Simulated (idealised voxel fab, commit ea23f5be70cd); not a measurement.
process module | voxel wiring stack
cross-section cut | 285 nm wide | cells 5 nm
A cross-section is a grid of square cells, given in bands from the top down. A band is one or more rows of cells.
Each band's line starts with the height of the band's top and of its bottom, in nm. Then come its materials from left to right, each with its width in nm. One material with "throughout" fills the band from edge to edge. "air" is empty space.
Height 0 is the level under which the wafer as received is all one material. The lowest band goes on downwards, as in "0 down".
A width such as "30 to 40" changes by the same amount from each row of cells to the next, from the band's top row to its bottom row.
"no change" after a step means that no cell of the cross-section changed.
closed voids: empty space of 8 cells or more with no open way to the top, each as width x height at its distance from the left edge, in nm
after a step's settings: what the simulator itself notes on the step
overlay nm, on a step with a mask: how far to the right of its planned place the mask lay; to the left if negative
plan
1 op RECEIVE | material Si
2 op CONFORMAL_DEP | material SiO2 | thk nm 15
3 op CONFORMAL_DEP | material SiCN | thk nm 5
4 op DIRECTIONAL_DEP | material SiO2 | thk nm 25
5 op MASKED_ETCH | tone open | mask id METAL_1 | width nm 25 | pitch nm 40 | etch materials SiO2 | depth nm 25 | overlay nm 0
6 op MASKED_ETCH | tone open | mask id METAL_1 | width nm 25 | pitch nm 40 | etch materials SiCN | depth nm 5 | overlay nm 0
7 op CONFORMAL_DEP | material TiN | thk nm 5
8 op FILL_DEP | material Ru | thk nm 10
9 op CMP | height nm 45
10 op EPI | material Ru | thk nm 5
11 op FILL_DEP | material SiCN | thk nm 5
12 op DIRECTIONAL_DEP | material lowk | thk nm 35
13 op MASKED_ETCH | tone open | mask id METAL_2 | width nm 25 | pitch nm 40 | etch materials lowk | depth nm 20 | overlay nm 0
14 op MASKED_ETCH | tone open | mask id METAL_2_HOLES | width nm 15 | pitch nm 80 | etch materials lowk | depth nm 15 | overlay nm 0
15 op MASKED_ETCH | tone open | mask id METAL_2_HOLES | width nm 15 | pitch nm 80 | etch materials SiCN | depth nm 5 | overlay nm 0
16 op CONFORMAL_DEP | material TiN | thk nm 5
17 op FILL_DEP | material Cu | thk nm 5
18 op CMP | height nm 90
19 op CONFORMAL_DEP | material SiCN | thk nm 5
20 op DIRECTIONAL_DEP | material SiO2 | thk nm 10
21 op DIRECTIONAL_DEP | material aC | thk nm 15
22 op PATTERN | tone open | mask id PLUG_2 | material resist | width nm 15 | pitch nm 40 | thk nm 35 | overlay nm 0
23 op DIRECTIONAL_ETCH | etch materials aC | depth nm 15
24 op STRIP | etch materials resist
25 op DIRECTIONAL_ETCH | etch materials SiO2 | depth nm 10
26 op DIRECTIONAL_ETCH | etch materials SiCN | depth nm 5
27 op STRIP | etch materials aC
28 op EPI | material Ru | thk nm 10
29 op EPI | material Ru | thk nm 5
30 op CONFORMAL_DEP | material SiN | thk nm 5
31 op DIRECTIONAL_DEP | material lowk | thk nm 20
32 op DIRECTIONAL_DEP | material aC | thk nm 10
33 op PATTERN | tone open | mask id METAL_3 | material resist | width nm 25 | pitch nm 40 | thk nm 30 | overlay nm 0
34 op DIRECTIONAL_ETCH | etch materials aC | depth nm 10
35 op STRIP | etch materials resist
36 op DIRECTIONAL_ETCH | etch materials lowk | depth nm 20
37 op DIRECTIONAL_ETCH | etch materials SiN | depth nm 5
38 op STRIP | etch materials aC
39 op CONFORMAL_DEP | material TiN | thk nm 5
40 op FILL_DEP | material W | thk nm 10
41 op CMP | height nm 130
42 op CONFORMAL_DEP | material SiCN | thk nm 5
43 op DIRECTIONAL_DEP | material lowk | thk nm 15
44 op DIRECTIONAL_DEP | material aC | thk nm 15
45 op PATTERN | tone open | mask id PLUG_3 | material resist | width nm 15 | pitch nm 80 | thk nm 35 | overlay nm 0
46 op DIRECTIONAL_ETCH | etch materials aC | depth nm 15
47 op STRIP | etch materials resist
48 op DIRECTIONAL_ETCH | etch materials lowk | depth nm 15
49 op DIRECTIONAL_ETCH | etch materials SiCN | depth nm 5
50 op STRIP | etch materials aC
51 op EPI | material Ru | thk nm 10
52 op EPI | material Ru | thk nm 10
53 op DIRECTIONAL_DEP | material TiN | thk nm 5
54 op DIRECTIONAL_DEP | material Ru | thk nm 15
55 op MASKED_ETCH | tone cover | mask id METAL_4 | width nm 25 | pitch nm 40 | etch materials Ru | depth nm 15 | overlay nm 0
56 op MASKED_ETCH | tone cover | mask id METAL_4 | width nm 25 | pitch nm 40 | etch materials TiN | depth nm 5 | overlay nm 0
57 op CONFORMAL_DEP | material SiCN | thk nm 5
58 op FILL_DEP | material lowk | thk nm 10
59 op CMP | height nm 170
60 op CONFORMAL_DEP | material SiCN | thk nm 5
first wafer, as planned
as received, after step 1
  0 down: Si throughout
  closed voids: none
after step 2
  15 to 0: SiO2 throughout
  below 0: unchanged
after step 3
  20 to 15: SiCN throughout
  below 15: unchanged
after step 4
  45 to 20: SiO2 throughout
  below 20: unchanged
after step 5
  45 to 20: SiO2 70 | air 25 | SiO2 15 | air 25 | SiO2 15 | air 25 | SiO2 15 | air 25 | SiO2 70
  below 20: unchanged
after step 6
  45 to 20: SiO2 70 | air 25 | SiO2 15 | air 25 | SiO2 15 | air 25 | SiO2 15 | air 25 | SiO2 70
  20 to 15: SiCN 70 | air 25 | SiCN 15 | air 25 | SiCN 15 | air 25 | SiCN 15 | air 25 | SiCN 70
  below 15: unchanged
after step 7
  50 to 45: TiN 75 | air 15 | TiN 25 | air 15 | TiN 25 | air 15 | TiN 25 | air 15 | TiN 75
  45 to 20: SiO2 70 | TiN 5 | air 15 | TiN 5 | SiO2 15 | TiN 5 | air 15 | TiN 5 | SiO2 15 | TiN 5 | air 15 | TiN 5 | SiO2 15 | TiN 5 | air 15 | TiN 5 | SiO2 70
  20 to 15: SiCN 70 | TiN 25 | SiCN 15 | TiN 25 | SiCN 15 | TiN 25 | SiCN 15 | TiN 25 | SiCN 70
  below 15: unchanged
after step 8
  60 to 50: Ru throughout
  50 to 45: TiN 75 | Ru 15 | TiN 25 | Ru 15 | TiN 25 | Ru 15 | TiN 25 | Ru 15 | TiN 75
  45 to 20: SiO2 70 | TiN 5 | Ru 15 | TiN 5 | SiO2 15 | TiN 5 | Ru 15 | TiN 5 | SiO2 15 | TiN 5 | Ru 15 | TiN 5 | SiO2 15 | TiN 5 | Ru 15 | TiN 5 | SiO2 70
  below 20: unchanged
after step 9
  45 to 20: SiO2 70 | TiN 5 | Ru 15 | TiN 5 | SiO2 15 | TiN 5 | Ru 15 | TiN 5 | SiO2 15 | TiN 5 | Ru 15 | TiN 5 | SiO2 15 | TiN 5 | Ru 15 | TiN 5 | SiO2 70
  below 20: unchanged
after step 10
  50 to 45: air 65 | Ru 35 | air 5 | Ru 35 | air 5 | Ru 35 | air 5 | Ru 35 | air 65
  below 45: unchanged
after step 11
  55 to 50: SiCN throughout
  50 to 45: SiCN 65 | Ru 35 | SiCN 5 | Ru 35 | SiCN 5 | Ru 35 | SiCN 5 | Ru 35 | SiCN 65
  below 45: unchanged
after step 12
  90 to 55: lowk throughout
  below 55: unchanged
after step 13
  90 to 70: lowk 70 | air 25 | lowk 15 | air 25 | lowk 15 | air 25 | lowk 15 | air 25 | lowk 70
  below 70: unchanged
after step 14
  90 to 70: lowk 70 | air 25 | lowk 15 | air 25 | lowk 15 | air 25 | lowk 15 | air 25 | lowk 70
  70 to 55: lowk 70 | air 15 | lowk 65 | air 15 | lowk 120
  below 55: unchanged
after step 15
  90 to 70: lowk 70 | air 25 | lowk 15 | air 25 | lowk 15 | air 25 | lowk 15 | air 25 | lowk 70
  70 to 55: lowk 70 | air 15 | lowk 65 | air 15 | lowk 120
  55 to 50: SiCN 70 | air 15 | SiCN 65 | air 15 | SiCN 120
  below 50: unchanged
after step 16
  95 to 90: TiN 75 | air 15 | TiN 25 | air 15 | TiN 25 | air 15 | TiN 25 | air 15 | TiN 75
  90 to 75: lowk 70 | TiN 5 | air 15 | TiN 5 | lowk 15 | TiN 5 | air 15 | TiN 5 | lowk 15 | TiN 5 | air 15 | TiN 5 | lowk 15 | TiN 5 | air 15 | TiN 5 | lowk 70
  75 to 70: lowk 70 | TiN 5 | air 5 | TiN 15 | lowk 15 | TiN 25 | lowk 15 | TiN 5 | air 5 | TiN 15 | lowk 15 | TiN 25 | lowk 70
  70 to 55: lowk 70 | TiN 5 | air 5 | TiN 5 | lowk 65 | TiN 5 | air 5 | TiN 5 | lowk 120
  55 to 50: SiCN 70 | TiN 15 | SiCN 65 | TiN 15 | SiCN 120
  below 50: unchanged
after step 17
  100 to 95: Cu throughout
  95 to 90: TiN 75 | Cu 15 | TiN 25 | Cu 15 | TiN 25 | Cu 15 | TiN 25 | Cu 15 | TiN 75
  90 to 75: lowk 70 | TiN 5 | Cu 15 | TiN 5 | lowk 15 | TiN 5 | Cu 15 | TiN 5 | lowk 15 | TiN 5 | Cu 15 | TiN 5 | lowk 15 | TiN 5 | Cu 15 | TiN 5 | lowk 70
  75 to 70: lowk 70 | TiN 5 | Cu 5 | TiN 15 | lowk 15 | TiN 25 | lowk 15 | TiN 5 | Cu 5 | TiN 15 | lowk 15 | TiN 25 | lowk 70
  70 to 55: lowk 70 | TiN 5 | Cu 5 | TiN 5 | lowk 65 | TiN 5 | Cu 5 | TiN 5 | lowk 120
  below 55: unchanged
after step 18
  90 to 75: lowk 70 | TiN 5 | Cu 15 | TiN 5 | lowk 15 | TiN 5 | Cu 15 | TiN 5 | lowk 15 | TiN 5 | Cu 15 | TiN 5 | lowk 15 | TiN 5 | Cu 15 | TiN 5 | lowk 70
  below 75: unchanged
after step 19
  95 to 90: SiCN throughout
  below 90: unchanged
after step 20
  105 to 95: SiO2 throughout
  below 95: unchanged
after step 21
  120 to 105: aC throughout
  below 105: unchanged
after step 22
  155 to 120: resist 70 | air 15 | resist 25 | air 15 | resist 25 | air 15 | resist 25 | air 15 | resist 80
  below 120: unchanged
after step 23
  140 to 120: resist 70 | air 15 | resist 25 | air 15 | resist 25 | air 15 | resist 25 | air 15 | resist 80
  120 to 105: aC 70 | air 15 | aC 25 | air 15 | aC 25 | air 15 | aC 25 | air 15 | aC 80
  below 105: unchanged
after step 24
  120 to 105: aC 70 | air 15 | aC 25 | air 15 | aC 25 | air 15 | aC 25 | air 15 | aC 80
  below 105: unchanged
after step 25
  120 to 105: aC 70 | air 15 | aC 25 | air 15 | aC 25 | air 15 | aC 25 | air 15 | aC 80
  105 to 95: SiO2 70 | air 15 | SiO2 25 | air 15 | SiO2 25 | air 15 | SiO2 25 | air 15 | SiO2 80
  below 95: unchanged
after step 26
  120 to 105: aC 70 | air 15 | aC 25 | air 15 | aC 25 | air 15 | aC 25 | air 15 | aC 80
  105 to 95: SiO2 70 | air 15 | SiO2 25 | air 15 | SiO2 25 | air 15 | SiO2 25 | air 15 | SiO2 80
  95 to 90: SiCN 70 | air 15 | SiCN 25 | air 15 | SiCN 25 | air 15 | SiCN 25 | air 15 | SiCN 80
  below 90: unchanged
after step 27
  105 to 95: SiO2 70 | air 15 | SiO2 25 | air 15 | SiO2 25 | air 15 | SiO2 25 | air 15 | SiO2 80
  below 95: unchanged
after step 28
  105 to 100: SiO2 70 | air 15 | SiO2 25 | air 15 | SiO2 25 | air 15 | SiO2 25 | air 15 | SiO2 80
  100 to 95: SiO2 70 | Ru 15 | SiO2 25 | Ru 15 | SiO2 25 | Ru 15 | SiO2 25 | Ru 15 | SiO2 80
  95 to 90: SiCN 70 | Ru 15 | SiCN 25 | Ru 15 | SiCN 25 | Ru 15 | SiCN 25 | Ru 15 | SiCN 80
  below 90: unchanged
after step 29
  105 to 95: SiO2 70 | Ru 15 | SiO2 25 | Ru 15 | SiO2 25 | Ru 15 | SiO2 25 | Ru 15 | SiO2 80
  below 95: unchanged
after step 30
  110 to 105: SiN throughout
  below 105: unchanged
after step 31
  130 to 110: lowk throughout
  below 110: unchanged
after step 32
  140 to 130: aC throughout
  below 130: unchanged
after step 33
  170 to 140: resist 70 | air 25 | resist 15 | air 25 | resist 15 | air 25 | resist 15 | air 25 | resist 70
  below 140: unchanged
after step 34
  160 to 140: resist 70 | air 25 | resist 15 | air 25 | resist 15 | air 25 | resist 15 | air 25 | resist 70
  140 to 130: aC 70 | air 25 | aC 15 | air 25 | aC 15 | air 25 | aC 15 | air 25 | aC 70
  below 130: unchanged
after step 35
  140 to 130: aC 70 | air 25 | aC 15 | air 25 | aC 15 | air 25 | aC 15 | air 25 | aC 70
  below 130: unchanged
after step 36
  140 to 130: aC 70 | air 25 | aC 15 | air 25 | aC 15 | air 25 | aC 15 | air 25 | aC 70
  130 to 110: lowk 70 | air 25 | lowk 15 | air 25 | lowk 15 | air 25 | lowk 15 | air 25 | lowk 70
  below 110: unchanged
after step 37
  140 to 130: aC 70 | air 25 | aC 15 | air 25 | aC 15 | air 25 | aC 15 | air 25 | aC 70
  130 to 110: lowk 70 | air 25 | lowk 15 | air 25 | lowk 15 | air 25 | lowk 15 | air 25 | lowk 70
  110 to 105: SiN 70 | air 25 | SiN 15 | air 25 | SiN 15 | air 25 | SiN 15 | air 25 | SiN 70
  below 105: unchanged
after step 38
  130 to 110: lowk 70 | air 25 | lowk 15 | air 25 | lowk 15 | air 25 | lowk 15 | air 25 | lowk 70
  below 110: unchanged
after step 39
  135 to 130: TiN 75 | air 15 | TiN 25 | air 15 | TiN 25 | air 15 | TiN 25 | air 15 | TiN 75
  130 to 110: lowk 70 | TiN 5 | air 15 | TiN 5 | lowk 15 | TiN 5 | air 15 | TiN 5 | lowk 15 | TiN 5 | air 15 | TiN 5 | lowk 15 | TiN 5 | air 15 | TiN 5 | lowk 70
  110 to 105: SiN 70 | TiN 25 | SiN 15 | TiN 25 | SiN 15 | TiN 25 | SiN 15 | TiN 25 | SiN 70
  below 105: unchanged
after step 40
  145 to 135: W throughout
  135 to 130: TiN 75 | W 15 | TiN 25 | W 15 | TiN 25 | W 15 | TiN 25 | W 15 | TiN 75
  130 to 110: lowk 70 | TiN 5 | W 15 | TiN 5 | lowk 15 | TiN 5 | W 15 | TiN 5 | lowk 15 | TiN 5 | W 15 | TiN 5 | lowk 15 | TiN 5 | W 15 | TiN 5 | lowk 70
  below 110: unchanged
after step 41
  130 to 110: lowk 70 | TiN 5 | W 15 | TiN 5 | lowk 15 | TiN 5 | W 15 | TiN 5 | lowk 15 | TiN 5 | W 15 | TiN 5 | lowk 15 | TiN 5 | W 15 | TiN 5 | lowk 70
  below 110: unchanged
after step 42
  135 to 130: SiCN throughout
  below 130: unchanged
after step 43
  150 to 135: lowk throughout
  below 135: unchanged
after step 44
  165 to 150: aC throughout
  below 150: unchanged
after step 45
  200 to 165: resist 70 | air 15 | resist 65 | air 15 | resist 120
  below 165: unchanged
after step 46
  185 to 165: resist 70 | air 15 | resist 65 | air 15 | resist 120
  165 to 150: aC 70 | air 15 | aC 65 | air 15 | aC 120
  below 150: unchanged
after step 47
  165 to 150: aC 70 | air 15 | aC 65 | air 15 | aC 120
  below 150: unchanged
after step 48
  165 to 150: aC 70 | air 15 | aC 65 | air 15 | aC 120
  150 to 135: lowk 70 | air 15 | lowk 65 | air 15 | lowk 120
  below 135: unchanged
after step 49
  165 to 150: aC 70 | air 15 | aC 65 | air 15 | aC 120
  150 to 135: lowk 70 | air 15 | lowk 65 | air 15 | lowk 120
  135 to 130: SiCN 70 | air 15 | SiCN 65 | air 15 | SiCN 120
  below 130: unchanged
after step 50
  150 to 135: lowk 70 | air 15 | lowk 65 | air 15 | lowk 120
  below 135: unchanged
after step 51
  150 to 140: lowk 70 | air 15 | lowk 65 | air 15 | lowk 120
  140 to 135: lowk 70 | Ru 15 | lowk 65 | Ru 15 | lowk 120
  135 to 130: SiCN 70 | Ru 15 | SiCN 65 | Ru 15 | SiCN 120
  below 130: unchanged
after step 52
  150 to 135: lowk 70 | Ru 15 | lowk 65 | Ru 15 | lowk 120
  below 135: unchanged
after step 53
  155 to 150: TiN throughout
  below 150: unchanged
after step 54
  170 to 155: Ru throughout
  below 155: unchanged
after step 55
  170 to 155: air 70 | Ru 25 | air 15 | Ru 25 | air 15 | Ru 25 | air 15 | Ru 25 | air 70
  below 155: unchanged
after step 56
  170 to 155: air 70 | Ru 25 | air 15 | Ru 25 | air 15 | Ru 25 | air 15 | Ru 25 | air 70
  155 to 150: air 70 | TiN 25 | air 15 | TiN 25 | air 15 | TiN 25 | air 15 | TiN 25 | air 70
  below 150: unchanged
after step 57
  175 to 170: air 65 | SiCN 35 | air 5 | SiCN 35 | air 5 | SiCN 35 | air 5 | SiCN 35 | air 65
  170 to 155: air 65 | SiCN 5 | Ru 25 | SiCN 5 | air 5 | SiCN 5 | Ru 25 | SiCN 5 | air 5 | SiCN 5 | Ru 25 | SiCN 5 | air 5 | SiCN 5 | Ru 25 | SiCN 5 | air 65
  155 to 150: SiCN 70 | TiN 25 | SiCN 15 | TiN 25 | SiCN 15 | TiN 25 | SiCN 15 | TiN 25 | SiCN 70
  below 150: unchanged
after step 58
  185 to 175: lowk throughout
  175 to 170: lowk 65 | SiCN 35 | lowk 5 | SiCN 35 | lowk 5 | SiCN 35 | lowk 5 | SiCN 35 | lowk 65
  170 to 155: lowk 65 | SiCN 5 | Ru 25 | SiCN 5 | lowk 5 | SiCN 5 | Ru 25 | SiCN 5 | lowk 5 | SiCN 5 | Ru 25 | SiCN 5 | lowk 5 | SiCN 5 | Ru 25 | SiCN 5 | lowk 65
  below 155: unchanged
after step 59
  170 to 155: lowk 65 | SiCN 5 | Ru 25 | SiCN 5 | lowk 5 | SiCN 5 | Ru 25 | SiCN 5 | lowk 5 | SiCN 5 | Ru 25 | SiCN 5 | lowk 5 | SiCN 5 | Ru 25 | SiCN 5 | lowk 65
  below 155: unchanged
after step 60
  175 to 170: SiCN throughout
  below 170: unchanged
second wafer: like start, like plan, one mistake. Through step 10 it matches the first wafer
when step 11 should have ended
  85 to 80: air 65 | lowk 35 | air 5 | lowk 35 | air 5 | lowk 35 | air 5 | lowk 35 | air 65
  80 to 50: lowk throughout
  50 to 45: lowk 65 | Ru 35 | lowk 5 | Ru 35 | lowk 5 | Ru 35 | lowk 5 | Ru 35 | lowk 65
  below 45: unchanged
when step 12 should have ended
  90 to 85: SiCN throughout
  85 to 80: SiCN 65 | lowk 35 | SiCN 5 | lowk 35 | SiCN 5 | lowk 35 | SiCN 5 | lowk 35 | SiCN 65
  below 80: unchanged
when step 13 should have ended: no change
when step 14 should have ended: no change
when step 15 should have ended
  90 to 85: SiCN 70 | air 15 | SiCN 65 | air 15 | SiCN 120
  below 85: unchanged
when step 16 should have ended
  95 to 90: TiN 75 | air 5 | TiN 75 | air 5 | TiN 125
  90 to 85: SiCN 70 | TiN 15 | SiCN 65 | TiN 15 | SiCN 120
  below 85: unchanged
when step 17 should have ended
  100 to 95: Cu throughout
  95 to 90: TiN 75 | Cu 5 | TiN 75 | Cu 5 | TiN 125
  below 90: unchanged
when step 18 should have ended
  90 to 85: SiCN 70 | TiN 15 | SiCN 65 | TiN 15 | SiCN 120
  below 85: unchanged
when step 19 should have ended
  95 to 90: SiCN throughout
  below 90: unchanged
when step 20 should have ended
  105 to 95: SiO2 throughout
  below 95: unchanged
when step 21 should have ended
  120 to 105: aC throughout
  below 105: unchanged
when step 22 should have ended
  155 to 120: resist 70 | air 15 | resist 25 | air 15 | resist 25 | air 15 | resist 25 | air 15 | resist 80
  below 120: unchanged
when step 23 should have ended
  140 to 120: resist 70 | air 15 | resist 25 | air 15 | resist 25 | air 15 | resist 25 | air 15 | resist 80
  120 to 105: aC 70 | air 15 | aC 25 | air 15 | aC 25 | air 15 | aC 25 | air 15 | aC 80
  below 105: unchanged
when step 24 should have ended
  120 to 105: aC 70 | air 15 | aC 25 | air 15 | aC 25 | air 15 | aC 25 | air 15 | aC 80
  below 105: unchanged
when step 25 should have ended
  120 to 105: aC 70 | air 15 | aC 25 | air 15 | aC 25 | air 15 | aC 25 | air 15 | aC 80
  105 to 95: SiO2 70 | air 15 | SiO2 25 | air 15 | SiO2 25 | air 15 | SiO2 25 | air 15 | SiO2 80
  below 95: unchanged
when step 26 should have ended
  120 to 105: aC 70 | air 15 | aC 25 | air 15 | aC 25 | air 15 | aC 25 | air 15 | aC 80
  105 to 95: SiO2 70 | air 15 | SiO2 25 | air 15 | SiO2 25 | air 15 | SiO2 25 | air 15 | SiO2 80
  95 to 90: SiCN 70 | air 15 | SiCN 25 | air 15 | SiCN 25 | air 15 | SiCN 25 | air 15 | SiCN 80
  below 90: unchanged
when step 27 should have ended
  105 to 95: SiO2 70 | air 15 | SiO2 25 | air 15 | SiO2 25 | air 15 | SiO2 25 | air 15 | SiO2 80
  below 95: unchanged
when step 28 should have ended
  105 to 100: SiO2 70 | air 15 | SiO2 25 | air 15 | SiO2 25 | air 15 | SiO2 25 | air 15 | SiO2 80
  100 to 95: SiO2 70 | Ru 15 | SiO2 25 | air 15 | SiO2 25 | Ru 15 | SiO2 25 | air 15 | SiO2 80
  95 to 90: SiCN 70 | Ru 15 | SiCN 25 | air 15 | SiCN 25 | Ru 15 | SiCN 25 | air 15 | SiCN 80
  below 90: unchanged
when step 29 should have ended
  105 to 95: SiO2 70 | Ru 15 | SiO2 25 | air 15 | SiO2 25 | Ru 15 | SiO2 25 | air 15 | SiO2 80
  below 95: unchanged
when step 30 should have ended
  110 to 105: SiN 115 | air 5 | SiN 75 | air 5 | SiN 85
  105 to 95: SiO2 70 | Ru 15 | SiO2 25 | SiN 5 | air 5 | SiN 5 | SiO2 25 | Ru 15 | SiO2 25 | SiN 5 | air 5 | SiN 5 | SiO2 80
  95 to 90: SiCN 70 | Ru 15 | SiCN 25 | SiN 15 | SiCN 25 | Ru 15 | SiCN 25 | SiN 15 | SiCN 80
  below 90: unchanged
when step 31 should have ended
  130 to 115: lowk 115 | air 5 | lowk 75 | air 5 | lowk 85
  115 to 110: lowk throughout
  110 to 105: SiN 115 | lowk 5 | SiN 75 | lowk 5 | SiN 85
  105 to 95: SiO2 70 | Ru 15 | SiO2 25 | SiN 5 | lowk 5 | SiN 5 | SiO2 25 | Ru 15 | SiO2 25 | SiN 5 | lowk 5 | SiN 5 | SiO2 80
  below 95: unchanged
when step 32 should have ended
  140 to 130: aC 115 | air 5 | aC 75 | air 5 | aC 85
  130 to 125: lowk 115 | air 5 | lowk 75 | air 5 | lowk 85
  125 to 115: lowk 115 | aC 5 | lowk 75 | aC 5 | lowk 85
  below 115: unchanged
when step 33 should have ended
  170 to 140: resist 70 | air 25 | resist 15 | air 25 | resist 15 | air 25 | resist 15 | air 25 | resist 70
  below 140: unchanged
when step 34 should have ended
  160 to 140: resist 70 | air 25 | resist 15 | air 25 | resist 15 | air 25 | resist 15 | air 25 | resist 70
  140 to 130: aC 70 | air 25 | aC 15 | air 25 | aC 15 | air 25 | aC 15 | air 25 | aC 70
  130 to 115: lowk 115 | air 5 | lowk 75 | air 5 | lowk 85
  below 115: unchanged
when step 35 should have ended
  140 to 130: aC 70 | air 25 | aC 15 | air 25 | aC 15 | air 25 | aC 15 | air 25 | aC 70
  below 130: unchanged
when step 36 should have ended
  140 to 130: aC 70 | air 25 | aC 15 | air 25 | aC 15 | air 25 | aC 15 | air 25 | aC 70
  130 to 110: lowk 70 | air 25 | lowk 15 | air 25 | lowk 15 | air 25 | lowk 15 | air 25 | lowk 70
  110 to 105: SiN 115 | air 5 | SiN 75 | air 5 | SiN 85
  105 to 95: SiO2 70 | Ru 15 | SiO2 25 | SiN 5 | air 5 | SiN 5 | SiO2 25 | Ru 15 | SiO2 25 | SiN 5 | air 5 | SiN 5 | SiO2 80
  below 95: unchanged
when step 37 should have ended
  140 to 130: aC 70 | air 25 | aC 15 | air 25 | aC 15 | air 25 | aC 15 | air 25 | aC 70
  130 to 110: lowk 70 | air 25 | lowk 15 | air 25 | lowk 15 | air 25 | lowk 15 | air 25 | lowk 70
  110 to 105: SiN 70 | air 25 | SiN 15 | air 25 | SiN 15 | air 25 | SiN 15 | air 25 | SiN 70
  105 to 95: SiO2 70 | Ru 15 | SiO2 25 | SiN 5 | air 5 | SiN 5 | SiO2 25 | Ru 15 | SiO2 25 | SiN 5 | air 5 | SiN 5 | SiO2 80
  95 to 90: SiCN 70 | Ru 15 | SiCN 25 | SiN 5 | air 5 | SiN 5 | SiCN 25 | Ru 15 | SiCN 25 | SiN 5 | air 5 | SiN 5 | SiCN 80
  below 90: unchanged
when step 38 should have ended
  130 to 110: lowk 70 | air 25 | lowk 15 | air 25 | lowk 15 | air 25 | lowk 15 | air 25 | lowk 70
  below 110: unchanged
when step 39 should have ended
  135 to 130: TiN 75 | air 15 | TiN 25 | air 15 | TiN 25 | air 15 | TiN 25 | air 15 | TiN 75
  130 to 110: lowk 70 | TiN 5 | air 15 | TiN 5 | lowk 15 | TiN 5 | air 15 | TiN 5 | lowk 15 | TiN 5 | air 15 | TiN 5 | lowk 15 | TiN 5 | air 15 | TiN 5 | lowk 70
  110 to 105: SiN 70 | TiN 25 | SiN 15 | TiN 25 | SiN 15 | TiN 25 | SiN 15 | TiN 25 | SiN 70
  105 to 95: SiO2 70 | Ru 15 | SiO2 25 | SiN 5 | TiN 5 | SiN 5 | SiO2 25 | Ru 15 | SiO2 25 | SiN 5 | TiN 5 | SiN 5 | SiO2 80
  95 to 90: SiCN 70 | Ru 15 | SiCN 25 | SiN 5 | TiN 5 | SiN 5 | SiCN 25 | Ru 15 | SiCN 25 | SiN 5 | TiN 5 | SiN 5 | SiCN 80
  below 90: unchanged
when step 40 should have ended
  145 to 135: W throughout
  135 to 130: TiN 75 | W 15 | TiN 25 | W 15 | TiN 25 | W 15 | TiN 25 | W 15 | TiN 75
  130 to 110: lowk 70 | TiN 5 | W 15 | TiN 5 | lowk 15 | TiN 5 | W 15 | TiN 5 | lowk 15 | TiN 5 | W 15 | TiN 5 | lowk 15 | TiN 5 | W 15 | TiN 5 | lowk 70
  below 110: unchanged
when step 41 should have ended
  130 to 110: lowk 70 | TiN 5 | W 15 | TiN 5 | lowk 15 | TiN 5 | W 15 | TiN 5 | lowk 15 | TiN 5 | W 15 | TiN 5 | lowk 15 | TiN 5 | W 15 | TiN 5 | lowk 70
  below 110: unchanged
when step 42 should have ended
  135 to 130: SiCN throughout
  below 130: unchanged
when step 43 should have ended
  150 to 135: lowk throughout
  below 135: unchanged
when step 44 should have ended
  165 to 150: aC throughout
  below 150: unchanged
when step 45 should have ended
  200 to 165: resist 70 | air 15 | resist 65 | air 15 | resist 120
  below 165: unchanged
when step 46 should have ended
  185 to 165: resist 70 | air 15 | resist 65 | air 15 | resist 120
  165 to 150: aC 70 | air 15 | aC 65 | air 15 | aC 120
  below 150: unchanged
when step 47 should have ended
  165 to 150: aC 70 | air 15 | aC 65 | air 15 | aC 120
  below 150: unchanged
when step 48 should have ended
  165 to 150: aC 70 | air 15 | aC 65 | air 15 | aC 120
  150 to 135: lowk 70 | air 15 | lowk 65 | air 15 | lowk 120
  below 135: unchanged
when step 49 should have ended
  165 to 150: aC 70 | air 15 | aC 65 | air 15 | aC 120
  150 to 135: lowk 70 | air 15 | lowk 65 | air 15 | lowk 120
  135 to 130: SiCN 70 | air 15 | SiCN 65 | air 15 | SiCN 120
  below 130: unchanged
when step 50 should have ended
  150 to 135: lowk 70 | air 15 | lowk 65 | air 15 | lowk 120
  below 135: unchanged
when step 51 should have ended
  150 to 140: lowk 70 | air 15 | lowk 65 | air 15 | lowk 120
  140 to 135: lowk 70 | Ru 15 | lowk 65 | Ru 15 | lowk 120
  135 to 130: SiCN 70 | Ru 15 | SiCN 65 | Ru 15 | SiCN 120
  below 130: unchanged
when step 52 should have ended
  150 to 135: lowk 70 | Ru 15 | lowk 65 | Ru 15 | lowk 120
  below 135: unchanged
when step 53 should have ended
  155 to 150: TiN throughout
  below 150: unchanged
when step 54 should have ended
  170 to 155: Ru throughout
  below 155: unchanged
when step 55 should have ended
  170 to 155: air 70 | Ru 25 | air 15 | Ru 25 | air 15 | Ru 25 | air 15 | Ru 25 | air 70
  below 155: unchanged
when step 56 should have ended
  170 to 155: air 70 | Ru 25 | air 15 | Ru 25 | air 15 | Ru 25 | air 15 | Ru 25 | air 70
  155 to 150: air 70 | TiN 25 | air 15 | TiN 25 | air 15 | TiN 25 | air 15 | TiN 25 | air 70
  below 150: unchanged
when step 57 should have ended
  175 to 170: air 65 | SiCN 35 | air 5 | SiCN 35 | air 5 | SiCN 35 | air 5 | SiCN 35 | air 65
  170 to 155: air 65 | SiCN 5 | Ru 25 | SiCN 5 | air 5 | SiCN 5 | Ru 25 | SiCN 5 | air 5 | SiCN 5 | Ru 25 | SiCN 5 | air 5 | SiCN 5 | Ru 25 | SiCN 5 | air 65
  155 to 150: SiCN 70 | TiN 25 | SiCN 15 | TiN 25 | SiCN 15 | TiN 25 | SiCN 15 | TiN 25 | SiCN 70
  below 150: unchanged
when step 58 should have ended
  185 to 175: lowk throughout
  175 to 170: lowk 65 | SiCN 35 | lowk 5 | SiCN 35 | lowk 5 | SiCN 35 | lowk 5 | SiCN 35 | lowk 65
  170 to 155: lowk 65 | SiCN 5 | Ru 25 | SiCN 5 | lowk 5 | SiCN 5 | Ru 25 | SiCN 5 | lowk 5 | SiCN 5 | Ru 25 | SiCN 5 | lowk 5 | SiCN 5 | Ru 25 | SiCN 5 | lowk 65
  below 155: unchanged
when step 59 should have ended
  170 to 155: lowk 65 | SiCN 5 | Ru 25 | SiCN 5 | lowk 5 | SiCN 5 | Ru 25 | SiCN 5 | lowk 5 | SiCN 5 | Ru 25 | SiCN 5 | lowk 5 | SiCN 5 | Ru 25 | SiCN 5 | lowk 65
  below 155: unchanged
when step 60 should have ended
  175 to 170: SiCN throughout
  below 170: unchanged
what went wrong: steps 11 and 12 were swapped
at the end the second wafer has, in cells: 44 fewer of Cu | 18 fewer of Ru | 12 more of SiN | 48 fewer of TiN | 98 more of lowk
